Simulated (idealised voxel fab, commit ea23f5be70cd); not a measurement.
process module | voxel capacitor over wiring
cross-section cut | 220 nm wide | cells 5 nm
A cross-section is a grid of square cells, given in bands from the top down. A band is one or more rows of cells.
Each band's line starts with the height of the band's top and of its bottom, in nm. Then come its materials from left to right, each with its width in nm. One material with "throughout" fills the band from edge to edge. "air" is empty space.
Height 0 is the level under which the wafer as received is all one material. The lowest band goes on downwards, as in "0 down".
A width such as "30 to 40" changes by the same amount from each row of cells to the next, from the band's top row to its bottom row.
"no change" after a step means that no cell of the cross-section changed.
closed voids: empty space of 8 cells or more with no open way to the top, each as width x height at its distance from the left edge, in nm
after a step's settings: what the simulator itself notes on the step
overlay nm, on a step with a mask: how far to the right of its planned place the mask lay; to the left if negative
plan
1 op RECEIVE | material Si
2 op CONFORMAL_DEP | material SiO2 | thk nm 10
3 op CONFORMAL_DEP | material SiN | thk nm 5
4 op DIRECTIONAL_DEP | material SiO2 | thk nm 15
5 op PATTERN | tone open | mask id METAL_1 | material resist | width nm 20 | pitch nm 90 | thk nm 20 | overlay nm 0
6 op DIRECTIONAL_ETCH | etch materials SiO2 | depth nm 15
7 op DIRECTIONAL_ETCH | etch materials SiN | depth nm 5
8 op STRIP | etch materials resist
9 op CONFORMAL_DEP | material TiN | thk nm 5
10 op FILL_DEP | material Ru | thk nm 5
11 op CMP | height nm 30
12 op EPI | material Ru | thk nm 5
13 op FILL_DEP | material SiCN | thk nm 5
14 op DIRECTIONAL_DEP | material lowk | thk nm 20
15 op MASKED_ETCH | tone open | mask id PLUG_1 | width nm 15 | etch materials lowk | depth nm 20 | overlay nm 0
16 op MASKED_ETCH | tone open | mask id PLUG_1 | width nm 15 | etch materials SiCN | depth nm 5 | overlay nm 0
17 op CONFORMAL_DEP | material TiN | thk nm 5
18 op FILL_DEP | material Cu | thk nm 10
19 op CMP | height nm 60
20 op DIRECTIONAL_DEP | material TiN | thk nm 10
21 op DIRECTIONAL_DEP | material SiN | thk nm 5
22 op DIRECTIONAL_DEP | material TiN | thk nm 5
23 op PATTERN | tone cover | mask id UPPER_PLATE | material resist | width nm 75 | thk nm 15 | overlay nm 0
24 op DIRECTIONAL_ETCH | etch materials TiN | depth nm 5
25 op DIRECTIONAL_ETCH | etch materials SiN | depth nm 5
26 op STRIP | etch materials resist
27 op DIRECTIONAL_DEP | material aC | thk nm 10
28 op PATTERN | tone cover | mask id LOWER_PLATE | material resist | width nm 85 | thk nm 25 | overlay nm 0
29 op DIRECTIONAL_ETCH | etch materials aC | depth nm 10
30 op STRIP | etch materials resist
31 op DIRECTIONAL_ETCH | etch materials TiN | depth nm 10
32 op STRIP | etch materials aC
33 op FILL_DEP | material SiO2 | thk nm 20
34 op CMP | height nm 95
35 op PATTERN | tone open | mask id PLUG_2 | material resist | width nm 15 | thk nm 15 | overlay nm 0
36 op DIRECTIONAL_ETCH | etch materials SiO2 | depth nm 15
37 op STRIP | etch materials resist
38 op CONFORMAL_DEP | material TiN | thk nm 5
39 op FILL_DEP | material Cu | thk nm 10
40 op CMP | height nm 95
41 op CONFORMAL_DEP | material SiN | thk nm 5
first wafer, as planned
as received, after step 1
  0 down: Si throughout
  closed voids: none
after step 2
  10 to 0: SiO2 throughout
  below 0: unchanged
after step 3
  15 to 10: SiN throughout
  below 10: unchanged
after step 4
  30 to 15: SiO2 throughout
  below 15: unchanged
after step 5
  50 to 30: resist 55 | air 20 | resist 70 | air 20 | resist 55
  below 30: unchanged
after step 6
  50 to 30: resist 55 | air 20 | resist 70 | air 20 | resist 55
  30 to 15: SiO2 55 | air 20 | SiO2 70 | air 20 | SiO2 55
  below 15: unchanged
after step 7
  50 to 30: resist 55 | air 20 | resist 70 | air 20 | resist 55
  30 to 15: SiO2 55 | air 20 | SiO2 70 | air 20 | SiO2 55
  15 to 10: SiN 55 | air 20 | SiN 70 | air 20 | SiN 55
  below 10: unchanged
after step 8
  30 to 15: SiO2 55 | air 20 | SiO2 70 | air 20 | SiO2 55
  below 15: unchanged
after step 9
  35 to 30: TiN 60 | air 10 | TiN 80 | air 10 | TiN 60
  30 to 15: SiO2 55 | TiN 5 | air 10 | TiN 5 | SiO2 70 | TiN 5 | air 10 | TiN 5 | SiO2 55
  15 to 10: SiN 55 | TiN 20 | SiN 70 | TiN 20 | SiN 55
  below 10: unchanged
after step 10
  40 to 35: Ru throughout
  35 to 30: TiN 60 | Ru 10 | TiN 80 | Ru 10 | TiN 60
  30 to 15: SiO2 55 | TiN 5 | Ru 10 | TiN 5 | SiO2 70 | TiN 5 | Ru 10 | TiN 5 | SiO2 55
  below 15: unchanged
after step 11
  30 to 15: SiO2 55 | TiN 5 | Ru 10 | TiN 5 | SiO2 70 | TiN 5 | Ru 10 | TiN 5 | SiO2 55
  below 15: unchanged
after step 12
  35 to 30: air 50 | Ru 30 | air 60 | Ru 30 | air 50
  below 30: unchanged
after step 13
  40 to 35: SiCN throughout
  35 to 30: SiCN 50 | Ru 30 | SiCN 60 | Ru 30 | SiCN 50
  below 30: unchanged
after step 14
  60 to 40: lowk throughout
  below 40: unchanged
after step 15
  60 to 40: lowk 60 | air 15 | lowk 145
  below 40: unchanged
after step 16
  60 to 40: lowk 60 | air 15 | lowk 145
  40 to 35: SiCN 60 | air 15 | SiCN 145
  below 35: unchanged
after step 17
  65 to 60: TiN 65 | air 5 | TiN 150
  60 to 40: lowk 60 | TiN 5 | air 5 | TiN 5 | lowk 145
  40 to 35: SiCN 60 | TiN 15 | SiCN 145
  below 35: unchanged
after step 18
  75 to 65: Cu throughout
  65 to 60: TiN 65 | Cu 5 | TiN 150
  60 to 40: lowk 60 | TiN 5 | Cu 5 | TiN 5 | lowk 145
  below 40: unchanged
after step 19
  60 to 40: lowk 60 | TiN 5 | Cu 5 | TiN 5 | lowk 145
  below 40: unchanged
after step 20
  70 to 60: TiN throughout
  below 60: unchanged
after step 21
  75 to 70: SiN throughout
  below 70: unchanged
after step 22
  80 to 75: TiN throughout
  below 75: unchanged
after step 23
  95 to 80: air 60 | resist 75 | air 85
  below 80: unchanged
after step 24
  95 to 80: air 60 | resist 75 | air 85
  80 to 75: air 60 | TiN 75 | air 85
  below 75: unchanged
after step 25
  95 to 80: air 60 | resist 75 | air 85
  80 to 75: air 60 | TiN 75 | air 85
  75 to 70: air 60 | SiN 75 | air 85
  below 70: unchanged
after step 26
  80 to 75: air 60 | TiN 75 | air 85
  below 75: unchanged
after step 27
  90 to 80: air 60 | aC 75 | air 85
  80 to 75: aC 60 | TiN 75 | aC 85
  75 to 70: aC 60 | SiN 75 | aC 85
  below 70: unchanged
after step 28
  115 to 90: air 55 | resist 85 | air 80
  90 to 80: air 55 | resist 5 | aC 75 | resist 5 | air 80
  below 80: unchanged
after step 29
  105 to 90: air 55 | resist 85 | air 80
  90 to 80: air 55 | resist 5 | aC 75 | resist 5 | air 80
  80 to 75: air 55 | aC 5 | TiN 75 | aC 5 | air 80
  75 to 70: air 55 | aC 5 | SiN 75 | aC 5 | air 80
  below 70: unchanged
after step 30
  90 to 80: air 60 | aC 75 | air 85
  below 80: unchanged
after step 31
  90 to 80: air 60 | aC 75 | air 85
  80 to 75: air 55 | aC 5 | TiN 75 | aC 5 | air 80
  75 to 70: air 55 | aC 5 | SiN 75 | aC 5 | air 80
  70 to 60: air 55 | TiN 85 | air 80
  below 60: unchanged
after step 32
  80 to 75: air 60 | TiN 75 | air 85
  75 to 70: air 60 | SiN 75 | air 85
  below 70: unchanged
after step 33
  100 to 80: SiO2 throughout
  80 to 75: SiO2 60 | TiN 75 | SiO2 85
  75 to 70: SiO2 60 | SiN 75 | SiO2 85
  70 to 60: SiO2 55 | TiN 85 | SiO2 80
  below 60: unchanged
after step 34
  95 to 80: SiO2 throughout
  below 80: unchanged
after step 35
  110 to 95: resist 70 | air 15 | resist 135
  below 95: unchanged
after step 36
  110 to 95: resist 70 | air 15 | resist 135
  95 to 80: SiO2 70 | air 15 | SiO2 135
  below 80: unchanged
after step 37
  95 to 80: SiO2 70 | air 15 | SiO2 135
  below 80: unchanged
after step 38
  100 to 95: TiN 75 | air 5 | TiN 140
  95 to 85: SiO2 70 | TiN 5 | air 5 | TiN 5 | SiO2 135
  85 to 75: SiO2 70 to 60 | TiN 15 to 75 | SiO2 135 to 85
  below 75: unchanged
after step 39
  110 to 100: Cu throughout
  100 to 95: TiN 75 | Cu 5 | TiN 140
  95 to 85: SiO2 70 | TiN 5 | Cu 5 | TiN 5 | SiO2 135
  below 85: unchanged
after step 40
  95 to 85: SiO2 70 | TiN 5 | Cu 5 | TiN 5 | SiO2 135
  below 85: unchanged
after step 41
  100 to 95: SiN throughout
  below 95: unchanged
second wafer: like start, like plan, one mistake. Through step 22 it matches the first wafer
when step 23 should have ended
  95 to 80: air 65 | resist 65 | air 90
  below 80: unchanged
when step 24 should have ended
  95 to 80: air 65 | resist 65 | air 90
  80 to 75: air 65 | TiN 65 | air 90
  below 75: unchanged
when step 25 should have ended
  95 to 80: air 65 | resist 65 | air 90
  80 to 75: air 65 | TiN 65 | air 90
  75 to 70: air 65 | SiN 65 | air 90
  below 70: unchanged
when step 26 should have ended
  80 to 75: air 65 | TiN 65 | air 90
  below 75: unchanged
when step 27 should have ended
  90 to 80: air 65 | aC 65 | air 90
  80 to 75: aC 65 | TiN 65 | aC 90
  75 to 70: aC 65 | SiN 65 | aC 90
  below 70: unchanged
when step 28 should have ended
  115 to 90: air 55 | resist 85 | air 80
  90 to 80: air 55 | resist 10 | aC 65 | resist 10 | air 80
  below 80: unchanged
when step 29 should have ended
  105 to 90: air 55 | resist 85 | air 80
  90 to 80: air 55 | resist 10 | aC 65 | resist 10 | air 80
  80 to 75: air 55 | aC 10 | TiN 65 | aC 10 | air 80
  75 to 70: air 55 | aC 10 | SiN 65 | aC 10 | air 80
  below 70: unchanged
when step 30 should have ended
  90 to 80: air 65 | aC 65 | air 90
  below 80: unchanged
when step 31 should have ended
  90 to 80: air 65 | aC 65 | air 90
  80 to 75: air 55 | aC 10 | TiN 65 | aC 10 | air 80
  75 to 70: air 55 | aC 10 | SiN 65 | aC 10 | air 80
  70 to 60: air 55 | TiN 85 | air 80
  below 60: unchanged
when step 32 should have ended
  80 to 75: air 65 | TiN 65 | air 90
  75 to 70: air 65 | SiN 65 | air 90
  below 70: unchanged
when step 33 should have ended
  100 to 80: SiO2 throughout
  80 to 75: SiO2 65 | TiN 65 | SiO2 90
  75 to 70: SiO2 65 | SiN 65 | SiO2 90
  70 to 60: SiO2 55 | TiN 85 | SiO2 80
  below 60: unchanged
when step 34 should have ended
  95 to 80: SiO2 throughout
  below 80: unchanged
when step 35 should have ended
  110 to 95: resist 70 | air 15 | resist 135
  below 95: unchanged
when step 36 should have ended
  110 to 95: resist 70 | air 15 | resist 135
  95 to 80: SiO2 70 | air 15 | SiO2 135
  below 80: unchanged
when step 37 should have ended
  95 to 80: SiO2 70 | air 15 | SiO2 135
  below 80: unchanged
when step 38 should have ended
  100 to 95: TiN 75 | air 5 | TiN 140
  95 to 85: SiO2 70 | TiN 5 | air 5 | TiN 5 | SiO2 135
  85 to 75: SiO2 70 to 65 | TiN 15 to 65 | SiO2 135 to 90
  below 75: unchanged
when step 39 should have ended
  110 to 100: Cu throughout
  100 to 95: TiN 75 | Cu 5 | TiN 140
  95 to 85: SiO2 70 | TiN 5 | Cu 5 | TiN 5 | SiO2 135
  below 85: unchanged
when step 40 should have ended
  95 to 85: SiO2 70 | TiN 5 | Cu 5 | TiN 5 | SiO2 135
  below 85: unchanged
when step 41 should have ended
  100 to 95: SiN throughout
  below 95: unchanged
what went wrong: step 23 ran as: op PATTERN | tone cover | mask id UPPER_PLATE | material resist | width nm 65 | thk nm 15 | overlay nm 0
at the end the second wafer has, in cells: 2 fewer of SiN | 4 more of SiO2 | 2 fewer of TiN
